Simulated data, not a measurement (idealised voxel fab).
Herein follows the process module entitled voxel transistor to metal.
It is cross-section cut that appears here, measuring 215 nm in width, its square cells being 5 nm in size.
Just so we're on the same page, the cross-sections are grids of square cells, and they're listed out in bands top to bottom, each band one or more rows deep. Top height, bottom height, nm. Materials left to right, width each, nm. Single material + "everywhere" = fills band edge to edge. "empty" = empty. Height datum 0, below which the as-received substrate wafer is one material. Lowest band open at the bottom, running downward: "0 and below". A width given as "30..40" starts at the first number in the band's top row and ends at the second number in its bottom row, shifting by an equal amount at every step from row to row. Key: "no change occurred" - step with no changed cell in the cross-section. Heads up: "closed voids" only lists the empty pockets with no open path to the top that are 8 cells or more, and it writes them as width x height at distance, distance from the left edge, in nm. Text after the settings on a step's line: the simulator's own remark on that step. For masked steps, "overlay nm" on the step line gives how far right of plan the mask actually lay; a minus sign means it lay to the left.
-- This section lists the process steps that were planned
step 1: RECEIVE | material Si
step 2: OXIDIZE | depth nm 5
step 3: CONFORMAL_DEP | material SiN | thk nm 10
step 4: DIRECTIONAL_DEP | material aC | thk nm 15
step 5: PATTERN | tone cover | mask id ACTIVE | material resist | width nm 115 | thk nm 35 | overlay nm 0
step 6: DIRECTIONAL_ETCH | etch materials aC | depth nm 15
step 7: STRIP | etch materials resist
step 8: DIRECTIONAL_ETCH | etch materials SiN | depth nm 10
step 9: DIRECTIONAL_ETCH | etch materials SiO2 | depth nm 5
step 10: DIRECTIONAL_ETCH | etch materials Si | depth nm 25
step 11: STRIP | etch materials aC
step 12: FILL_DEP | material SiO2 | thk nm 15
step 13: CMP | height nm 10
step 14: SELECTIVE_ETCH | etch materials SiO2 | depth nm 5
step 15: STRIP | etch materials SiN
step 16: SELECTIVE_ETCH | etch materials SiO2 | depth nm 5
step 17: OXIDIZE | depth nm 5
step 18: DIRECTIONAL_DEP | material polySi | thk nm 20
step 19: DIRECTIONAL_DEP | material SiCN | thk nm 15
step 20: MASKED_ETCH | tone cover | mask id GATE | width nm 25 | etch materials SiCN | depth nm 25 | overlay nm 0
step 21: MASKED_ETCH | tone cover | mask id GATE | width nm 25 | etch materials polySi | depth nm 30 | overlay nm 0
step 22: CONFORMAL_DEP | material SiO2 | thk nm 5
step 23: DIRECTIONAL_ETCH | etch materials SiO2 | depth nm 5
step 24: CONFORMAL_DEP | material SiN | thk nm 5
step 25: DIRECTIONAL_ETCH | etch materials SiN | depth nm 5
step 26: DIRECTIONAL_ETCH | etch materials SiO2 | depth nm 5
step 27: DIRECTIONAL_ETCH | etch materials Si | depth nm 15
step 28: EPI | material nSi | thk nm 15
step 29: FILL_DEP | material SiO2 | thk nm 5
step 30: CMP | height nm 30
step 31: DIRECTIONAL_DEP | material SiO2 | thk nm 15
step 32: PATTERN | tone open | mask id CONTACT | material resist | width nm 20 | pitch nm 75 | thk nm 15 | overlay nm 0
step 33: DIRECTIONAL_ETCH | etch materials SiO2 | depth nm 40
step 34: STRIP | etch materials resist
step 35: CONFORMAL_DEP | material TiN | thk nm 5
step 36: FILL_DEP | material Ru | thk nm 10
step 37: CMP | height nm 45
step 38: DIRECTIONAL_DEP | material TiN | thk nm 5
step 39: DIRECTIONAL_DEP | material Ru | thk nm 15
step 40: DIRECTIONAL_DEP | material aC | thk nm 10
step 41: PATTERN | tone cover | mask id METAL_1 | material resist | width nm 20 | pitch nm 75 | thk nm 25 | overlay nm 0
step 42: DIRECTIONAL_ETCH | etch materials aC | depth nm 10
step 43: STRIP | etch materials resist
step 44: DIRECTIONAL_ETCH | etch materials Ru | depth nm 15
step 45: DIRECTIONAL_ETCH | etch materials TiN | depth nm 5
step 46: STRIP | etch materials aC
step 47: FILL_DEP | material lowk | thk nm 10
step 48: CMP | height nm 65
step 49: CONFORMAL_DEP | material SiN | thk nm 5
Across this set of wafers, the varied parameter is the thk nm of step 49. Starting conditions are identical for every wafer, and the plan reports the value assigned to the first wafer.
-- Cross-section, first of several wafers, as delivered after step 1
    0 and below  Si everywhere
    closed voids: none
-- Take a look at the first of several wafers in cross-section: the module is done, and step 49 was its last step
    70 down to 65  SiN everywhere
    65 down to 50  lowk 60 nm, then Ru 20 nm, then lowk 55 nm, then Ru 20 nm, then lowk 60 nm
    50 down to 45  lowk 60 nm, then TiN 20 nm, then lowk 55 nm, then TiN 20 nm, then lowk 60 nm
    45 down to 30  SiO2 60 nm, then TiN 5 nm, then Ru 10 nm, then TiN 5 nm, then SiO2 55 nm, then TiN 5 nm, then Ru 10 nm, then TiN 5 nm, then SiO2 60 nm
    30 down to 15  SiO2 60 nm, then TiN 5 nm, then Ru 10 nm, then TiN 5 nm, then SiO2 5 nm, then SiN 5 nm, then SiO2 5 nm, then SiCN 25 nm, then SiO2 5 nm, then SiN 5 nm, then SiO2 5 nm, then TiN 5 nm, then Ru 10 nm, then TiN 5 nm, then SiO2 60 nm
    15 down to 10  SiO2 60 nm, then TiN 5 nm, then Ru 10 nm, then TiN 5 nm, then SiO2 5 nm, then SiN 5 nm, then SiO2 5 nm, then polySi 25 nm, then SiO2 5 nm, then SiN 5 nm, then SiO2 5 nm, then TiN 5 nm, then Ru 10 nm, then TiN 5 nm, then SiO2 60 nm
    10 down to 5  SiO2 60 nm, then TiN 20 nm, then SiO2 5 nm, then SiN 5 nm, then SiO2 5 nm, then polySi 25 nm, then SiO2 5 nm, then SiN 5 nm, then SiO2 5 nm, then TiN 20 nm, then SiO2 60 nm
    5 down to 0  SiO2 50 nm, then nSi 35 nm, then SiN 5 nm, then SiO2 5 nm, then polySi 25 nm, then SiO2 5 nm, then SiN 5 nm, then nSi 35 nm, then SiO2 50 nm
    0 down to -5  SiO2 50 nm, then SiN 5 nm, then nSi 30 nm, then SiN 5 nm, then SiO2 5 nm, then polySi 25 nm, then SiO2 5 nm, then SiN 5 nm, then nSi 30 nm, then SiN 5 nm, then SiO2 50 nm
    -5 down to -10  SiO2 55 nm, then nSi 30 nm, then SiO2 45 nm, then nSi 30 nm, then SiO2 55 nm
    -10 down to -25  SiO2 50 nm, then Si 5 nm, then nSi 30 nm, then Si 45 nm, then nSi 30 nm, then Si 5 nm, then SiO2 50 nm
    -25 down to -30  SiO2 50 nm, then Si 115 nm, then SiO2 50 nm
    -30 and below  Si everywhere
    closed voids: none
-- Sectional view of the last wafer upon completion of the module
    85 down to 65  SiN everywhere
    65 down to 50  lowk 60 nm, then Ru 20 nm, then lowk 55 nm, then Ru 20 nm, then lowk 60 nm
    50 down to 45  lowk 60 nm, then TiN 20 nm, then lowk 55 nm, then TiN 20 nm, then lowk 60 nm
    45 down to 30  SiO2 60 nm, then TiN 5 nm, then Ru 10 nm, then TiN 5 nm, then SiO2 55 nm, then TiN 5 nm, then Ru 10 nm, then TiN 5 nm, then SiO2 60 nm
    30 down to 15  SiO2 60 nm, then TiN 5 nm, then Ru 10 nm, then TiN 5 nm, then SiO2 5 nm, then SiN 5 nm, then SiO2 5 nm, then SiCN 25 nm, then SiO2 5 nm, then SiN 5 nm, then SiO2 5 nm, then TiN 5 nm, then Ru 10 nm, then TiN 5 nm, then SiO2 60 nm
    15 down to 10  SiO2 60 nm, then TiN 5 nm, then Ru 10 nm, then TiN 5 nm, then SiO2 5 nm, then SiN 5 nm, then SiO2 5 nm, then polySi 25 nm, then SiO2 5 nm, then SiN 5 nm, then SiO2 5 nm, then TiN 5 nm, then Ru 10 nm, then TiN 5 nm, then SiO2 60 nm
    10 down to 5  SiO2 60 nm, then TiN 20 nm, then SiO2 5 nm, then SiN 5 nm, then SiO2 5 nm, then polySi 25 nm, then SiO2 5 nm, then SiN 5 nm, then SiO2 5 nm, then TiN 20 nm, then SiO2 60 nm
    5 down to 0  SiO2 50 nm, then nSi 35 nm, then SiN 5 nm, then SiO2 5 nm, then polySi 25 nm, then SiO2 5 nm, then SiN 5 nm, then nSi 35 nm, then SiO2 50 nm
    0 down to -5  SiO2 50 nm, then SiN 5 nm, then nSi 30 nm, then SiN 5 nm, then SiO2 5 nm, then polySi 25 nm, then SiO2 5 nm, then SiN 5 nm, then nSi 30 nm, then SiN 5 nm, then SiO2 50 nm
    -5 down to -10  SiO2 55 nm, then nSi 30 nm, then SiO2 45 nm, then nSi 30 nm, then SiO2 55 nm
    -10 down to -25  SiO2 50 nm, then Si 5 nm, then nSi 30 nm, then Si 45 nm, then nSi 30 nm, then Si 5 nm, then SiO2 50 nm
    -25 down to -30  SiO2 50 nm, then Si 115 nm, then SiO2 50 nm
    -30 and below  Si everywhere
    closed voids: none
-- Rows = wafers. At module end, each row lists per material the cells gained (+) or lost (-) since the wafer was received, then the closed voids
thk nm 5 | +52 Ru | -202 Si | +15 SiCN | +59 SiN | +400 SiO2 | +44 TiN | +140 lowk | +74 nSi | +20 polySi | closed voids: none
thk nm 10 | +52 Ru | -202 Si | +15 SiCN | +102 SiN | +400 SiO2 | +44 TiN | +140 lowk | +74 nSi | +20 polySi | closed voids: none
thk nm 15 | +52 Ru | -202 Si | +15 SiCN | +145 SiN | +400 SiO2 | +44 TiN | +140 lowk | +74 nSi | +20 polySi | closed voids: none
thk nm 20 | +52 Ru | -202 Si | +15 SiCN | +188 SiN | +400 SiO2 | +44 TiN | +140 lowk | +74 nSi | +20 polySi | closed voids: none
